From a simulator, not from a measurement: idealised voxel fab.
process module | voxel released beams
cross-section cut | 295 nm wide | cells 5 nm
A cross-section is a grid of square cells, given in bands from the top down. A band is one or more rows of cells.
Each band's line starts with the height of the band's top and of its bottom, in nm. Then come its materials from left to right, each with its width in nm. One material with "throughout" fills the band from edge to edge. "air" is empty space.
Height 0 is the level under which the wafer as received is all one material. The lowest band goes on downwards, as in "0 down".
A width such as "30 to 40" changes by the same amount from each row of cells to the next, from the band's top row to its bottom row.
"no change" after a step means that no cell of the cross-section changed.
closed voids: empty space of 8 cells or more with no open way to the top, each as width x height at its distance from the left edge, in nm
after a step's settings: what the simulator itself notes on the step
overlay nm, on a step with a mask: how far to the right of its planned place the mask lay; to the left if negative
plan
1 op RECEIVE | material Si
2 op CONFORMAL_DEP | material SiN | thk nm 5
3 op DIRECTIONAL_DEP | material SiO2 | thk nm 10
4 op PATTERN | tone open | mask id ANCHOR | material resist | width nm 40 | thk nm 20 | overlay nm 0
5 op DIRECTIONAL_ETCH | etch materials SiO2 | depth nm 10
6 op STRIP | etch materials resist
7 op CONFORMAL_DEP | material TiN | thk nm 15
8 op DIRECTIONAL_DEP | material aC | thk nm 10
9 op PATTERN | tone cover | mask id BEAM | material resist | width nm 120 | thk nm 25 | overlay nm 0
10 op DIRECTIONAL_ETCH | etch materials aC | depth nm 10
11 op STRIP | etch materials resist
12 op DIRECTIONAL_ETCH | etch materials TiN | depth nm 15
13 op STRIP | etch materials aC
14 op STRIP | etch materials SiO2
as received, after step 1
  0 down: Si throughout
  closed voids: none
first wafer at the end, as planned
  30 to 20: air 85 | TiN 20 | air 10 | TiN 90 | air 90
  20 to 15: air 85 | TiN 120 | air 90
  15 to 5: air 90 | TiN 40 | air 165
  5 to 0: SiN throughout
  0 down: Si throughout
  closed voids: none
second wafer at the end: like start, like plan, one mistake
  30 to 20: air 80 | TiN 25 | air 10 | TiN 95 | air 85
  20 to 15: air 80 | TiN 130 | air 85
  15 to 5: air 90 | TiN 40 | air 165
  5 to 0: SiN throughout
  0 down: Si throughout
  closed voids: none
what went wrong: step 9 ran as: op PATTERN | tone cover | mask id BEAM | material resist | width nm 130 | thk nm 25 | overlay nm 0
at the end the second wafer has, in cells: 6 more of TiN
